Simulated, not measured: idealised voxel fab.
Name of the process module below: voxel ribs on slabs
Shown is cross-section cut, with a width of 285 nm and square cells of size 5 nm.
Heads up, the way a cross-section reads in here is a grid of square cells, handed over as bands from the top down, with every band being one or more rows of cells.
Band: top height; bottom height; in nm. Then, left to right: material with width in nm, for each material. "full width": a single material spanning edge to edge. "empty": empty space.
Heights are expressed relative to 0, this being the level below which the as-received wafer comprises one material exclusively. The lowest band is unbounded in the downward direction and is denoted as in "top 0, no bottom".
Width "30 to 40": first value at the band's top row of cells, second value at its bottom row, equal change from row to row.
A step reported as "nothing altered" is a step in which no cell of the cross-section changed.
Any empty space of 8 cells or more lacking an open way to the top shows up in "Sealed void listing" as width x height at distance, distance from the left edge, in nm.
What comes after the settings on a step's line is commentary from the simulator itself on that step.
A step line may carry the setting "overlay nm", which, for steps involving a mask, states the distance by which the mask lay to the right of its intended position; negative values denote displacement to the left.
-- Set out below are the planned steps of the process
1. RECEIVE,material Si
2. DIRECTIONAL_DEP,material SiO2,thk nm 20
3. DIRECTIONAL_DEP,material polySi,thk nm 15
4. MASKED_ETCH,tone cover,mask id RIB,width nm 20,etch materials polySi,depth nm 5,overlay nm 0
5. DIRECTIONAL_DEP,material aC,thk nm 10
6. PATTERN,tone cover,mask id SLAB,material resist,width nm 50,thk nm 25,overlay nm 0
7. DIRECTIONAL_ETCH,etch materials aC,depth nm 10
8. STRIP,etch materials resist
9. DIRECTIONAL_ETCH,etch materials polySi,depth nm 10
10. STRIP,etch materials aC
11. FILL_DEP,material SiO2,thk nm 20
12. CMP,height nm 45
13. DIRECTIONAL_DEP,material TiN,thk nm 5
14. PATTERN,tone cover,mask id HEATER,material resist,width nm 30,thk nm 20,overlay nm 0
15. DIRECTIONAL_ETCH,etch materials TiN,depth nm 5
16. STRIP,etch materials resist
17. CONFORMAL_DEP,material SiO2,thk nm 10
-- Here's what the wafer looked like in cross-section when it arrived - that's after step 1
	top 0, no bottom | Si full width
	Sealed void listing: none
-- Cross-section, first of two wafers, end of module, run as planned
	top 60, bottom 55 | empty 115 nm / SiO2 50 nm / empty 120 nm
	top 55, bottom 50 | SiO2 full width
	top 50, bottom 45 | SiO2 125 nm / TiN 30 nm / SiO2 130 nm
	top 45, bottom 35 | SiO2 full width
	top 35, bottom 30 | SiO2 130 nm / polySi 20 nm / SiO2 135 nm
	top 30, bottom 20 | SiO2 115 nm / polySi 50 nm / SiO2 120 nm
	top 20, bottom 0 | SiO2 full width
	top 0, no bottom | Si full width
	Sealed void listing: none
-- Cross-sectional image of the second wafer of the two following completion of the module. Starting state and process plan were the same as for the first wafer; one execution error occurred
	top 60, bottom 55 | empty 115 nm / SiO2 50 nm / empty 120 nm
	top 55, bottom 50 | SiO2 full width
	top 50, bottom 45 | SiO2 125 nm / TiN 30 nm / SiO2 130 nm
	top 45, bottom 40 | SiO2 115 nm / polySi 50 nm / SiO2 120 nm
	top 40, bottom 0 | SiO2 full width
	top 0, no bottom | Si full width
	Sealed void listing: none
Deviation from plan: it should be noted that step 2 of the plan was executed twice
Wrapping up, a cell-based count of both wafers puts the second over or under the first for these materials: SiO2 +14, polySi -14
